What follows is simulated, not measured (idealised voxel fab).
process module | voxel double patterning
cross-section cut | 260 nm wide | cells 5 nm
A cross-section is a grid of square cells, given in bands from the top down. A band is one or more rows of cells.
Each band's line starts with the height of the band's top and of its bottom, in nm. Then come its materials from left to right, each with its width in nm. One material with "throughout" fills the band from edge to edge. "air" is empty space.
Height 0 is the level under which the wafer as received is all one material. The lowest band goes on downwards, as in "0 down".
A width such as "30 to 40" changes by the same amount from each row of cells to the next, from the band's top row to its bottom row.
"no change" after a step means that no cell of the cross-section changed.
closed voids: empty space of 8 cells or more with no open way to the top, each as width x height at its distance from the left edge, in nm
after a step's settings: what the simulator itself notes on the step
overlay nm, on a step with a mask: how far to the right of its planned place the mask lay; to the left if negative
plan
1 op RECEIVE | material Si
2 op CONFORMAL_DEP | material SiN | thk nm 10
3 op DIRECTIONAL_DEP | material SiO2 | thk nm 15
4 op DIRECTIONAL_DEP | material SiCN | thk nm 10
5 op PATTERN | tone open | mask id FIRST | material resist | width nm 15 | pitch nm 50 | thk nm 15 | overlay nm 0
6 op DIRECTIONAL_ETCH | etch materials SiCN | depth nm 10
7 op STRIP | etch materials resist
8 op DIRECTIONAL_DEP | material aC | thk nm 15
9 op PATTERN | tone open | mask id SECOND | material resist | width nm 15 | thk nm 35 | overlay nm 0
10 op DIRECTIONAL_ETCH | etch materials aC | depth nm 15
11 op STRIP | etch materials resist
12 op DIRECTIONAL_ETCH | etch materials SiCN | depth nm 10
13 op STRIP | etch materials aC
14 op DIRECTIONAL_ETCH | etch materials SiO2 | depth nm 15
15 op STRIP | etch materials SiCN
as received, after step 1
  0 down: Si throughout
  closed voids: none
first wafer at the end, as planned
  25 to 10: SiO2 95 | air 15 | SiO2 10 | air 15 | SiO2 10 | air 15 | SiO2 100
  10 to 0: SiN throughout
  0 down: Si throughout
  closed voids: none
second wafer at the end: like start, like plan, one mistake
  25 to 10: SiO2 100 | air 15 | SiO2 5 | air 15 | SiO2 15 | air 15 | SiO2 95
  10 to 0: SiN throughout
  0 down: Si throughout
  closed voids: none
what went wrong: step 5 ran as: op PATTERN | tone open | mask id FIRST | material resist | width nm 15 | pitch nm 50 | thk nm 15 | overlay nm 5
at the end the second wafer has, in cells: as many of each material as the first, in other places
